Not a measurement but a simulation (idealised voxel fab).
voxel wiring stack: a process module
The cross-section shown here is cut; it is 240 nm wide and divided into square cells measuring 5 nm on a side.
Cross-section = grid of square cells, listed top down in bands; band = one or more rows. Heights first: top, then bottom, in nm. Then materials, left to right, each with a width in nm. "all across" on a single material: fills the band edge to edge. "blank": empty space. Heights from 0 (as-received wafer is one material below). Bottom band endless downward, as "top 0, no bottom". A two-number width, for instance "30..40", indicates that the width is equal to the first number in the top row of the band and to the second number in the bottom row, and that it changes by a constant amount per row of cells. Step note "left unchanged" = no cross-section cell changed. "Closed void roster" specifies each empty space that is not open to the top and that occupies no fewer than 8 cells, using the form width x height at distance, the distance measured from the left edge and all three quantities in nm. Anything after a step's settings on that line? It's the simulator's own note about the step. overlay nm: mask right of planned place by this much (step with mask). Neg. = left.

**Steps in the process plan**
1) op RECEIVE | material Si
2) op CONFORMAL_DEP | material SiO2 | thk nm 15
3) op DIRECTIONAL_DEP | material TiN | thk nm 5
4) op DIRECTIONAL_DEP | material W | thk nm 20
5) op DIRECTIONAL_DEP | material aC | thk nm 15
6) op PATTERN | tone cover | mask id METAL_1 | material resist | width nm 15 | pitch nm 40 | thk nm 35 | overlay nm 0
7) op DIRECTIONAL_ETCH | etch materials aC | depth nm 15
8) op STRIP | etch materials resist
9) op DIRECTIONAL_ETCH | etch materials W | depth nm 20
10) op DIRECTIONAL_ETCH | etch materials TiN | depth nm 5
11) op STRIP | etch materials aC
12) op CONFORMAL_DEP | material SiCN | thk nm 5
13) op FILL_DEP | material lowk | thk nm 5
14) op CMP | height nm 40
15) op CONFORMAL_DEP | material SiCN | thk nm 5
16) op DIRECTIONAL_DEP | material lowk | thk nm 20
17) op DIRECTIONAL_DEP | material aC | thk nm 15
18) op PATTERN | tone open | mask id PLUG_1 | material resist | width nm 15 | pitch nm 40 | thk nm 30 | overlay nm 0
19) op DIRECTIONAL_ETCH | etch materials aC | depth nm 15
20) op STRIP | etch materials resist
21) op DIRECTIONAL_ETCH | etch materials lowk | depth nm 20
22) op DIRECTIONAL_ETCH | etch materials SiCN | depth nm 5
23) op STRIP | etch materials aC
24) op EPI | material Ru | thk nm 10
25) op EPI | material Ru | thk nm 10
26) op EPI | material Ru | thk nm 5
27) op DIRECTIONAL_DEP | material TiN | thk nm 5
28) op DIRECTIONAL_DEP | material Ru | thk nm 15
29) op DIRECTIONAL_DEP | material aC | thk nm 10
30) op PATTERN | tone cover | mask id METAL_2 | material resist | width nm 20 | pitch nm 40 | thk nm 30 | overlay nm 0
31) op DIRECTIONAL_ETCH | etch materials aC | depth nm 10
32) op STRIP | etch materials resist
33) op DIRECTIONAL_ETCH | etch materials Ru | depth nm 15
34) op DIRECTIONAL_ETCH | etch materials TiN | depth nm 5
35) op STRIP | etch materials aC
36) op FILL_DEP | material SiO2 | thk nm 10
37) op CMP | height nm 85
38) op CONFORMAL_DEP | material SiN | thk nm 5
Be aware that, although all wafers share a common starting state, the width nm at step 6 differs among them, and the plan displays the first wafer's value.

**As received, i.e. after step 1: cross-section through the first of several wafers**
top 0, no bottom  Si all across
Closed void roster: none

**Per wafer (row), end of module: delta in cells per material since receipt, (+) for gained, (-) for lost; closed voids after that**
width nm 15 | +108 Ru | +104 SiCN | +48 SiN | +272 SiO2 | +28 TiN | +48 W | +256 lowk | Closed void roster: none
width nm 20 | +108 Ru | +100 SiCN | +48 SiN | +272 SiO2 | +32 TiN | +64 W | +240 lowk | Closed void roster: none
width nm 25 | +108 Ru | +96 SiCN | +48 SiN | +272 SiO2 | +36 TiN | +80 W | +224 lowk | Closed void roster: none
